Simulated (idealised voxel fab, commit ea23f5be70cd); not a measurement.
The process module that follows is named voxel released beams.
Displayed cross-section: cut, width of 295 nm, square cells sized 5 nm.
A cross-section in this document is a grid of square cells, and it is written down as bands, the top band listed before the ones below it; a band is made up of one or more rows of cells. Each band's line starts with the height of the band's top and of its bottom, in nm. Then come its materials from left to right, each with its width in nm. One material with "throughout" fills the band from edge to edge. "empty" is empty space. Height is counted from the level 0, under which the received wafer is composed throughout of one material. The lowest of the bands is not closed at the bottom but continues downward, in the notation "0..down". Width spec "30..40" -> top row of cells at first value, bottom row at second value, equal per-row change in between. "left unchanged", as given for a step, is the statement that not any cell of the cross-section underwent a change during that step. Under "Enclosed cavities" you'll find the enclosed gaps, the ones with no way out to the top, that are 8 cells or bigger; each reads width x height at distance, with distance counted from the left edge, everything in nm. Where a step's line continues beyond its settings, the continuation is a remark by the simulator itself on that step. A step's line can hold "overlay nm"; with a mask on that step, the setting says how far right of the planned place the mask lay, while a negative setting says it lay to the left.

**Process steps (planned)**
- 1: RECEIVE: material Si
- 2: CONFORMAL_DEP: material SiN, thk nm 5
- 3: DIRECTIONAL_DEP: material SiO2, thk nm 15
- 4: PATTERN: tone open, mask id ANCHOR, material resist, width nm 35, thk nm 15, overlay nm 0
- 5: DIRECTIONAL_ETCH: etch materials SiO2, depth nm 15
- 6: STRIP: etch materials resist
- 7: CONFORMAL_DEP: material polySi, thk nm 15
- 8: DIRECTIONAL_DEP: material aC, thk nm 15
- 9: PATTERN: tone cover, mask id BEAM, material resist, width nm 110, thk nm 35, overlay nm 0
- 10: DIRECTIONAL_ETCH: etch materials aC, depth nm 15
- 11: STRIP: etch materials resist
- 12: DIRECTIONAL_ETCH: etch materials polySi, depth nm 15
- 13: STRIP: etch materials aC
- 14: STRIP: etch materials SiO2

**So this is the incoming wafer in cross-section - it's already been through step 1**
0..down: Si throughout
Enclosed cavities: none

**Sectioned view, first of two wafers, at the close of the module, processed as intended in the plan**
35..20: empty (90)  polySi (20)  empty (5)  polySi (85)  empty (95)
20..5: empty (95)  polySi (35)  empty (165)
5..0: SiN throughout
0..down: Si throughout
Enclosed cavities: none

**Second of two wafers, module complete, sectioned: it shares the first wafer's start and plan but was run with one mistake**
35..20: empty (95)  polySi (15)  empty (5)  polySi (85)  empty (95)
20..5: empty (95)  polySi (35)  empty (165)
5..0: SiN throughout
0..down: Si throughout
Enclosed cavities: none
What broke from the plan during processing? step 9 deviated from plan and actually ran as PATTERN: tone cover, mask id BEAM, material resist, width nm 105, thk nm 35, overlay nm 0
Once processing is complete, comparing cell counts shows that the second wafer has more or fewer of certain materials than the first: 3 fewer of polySi
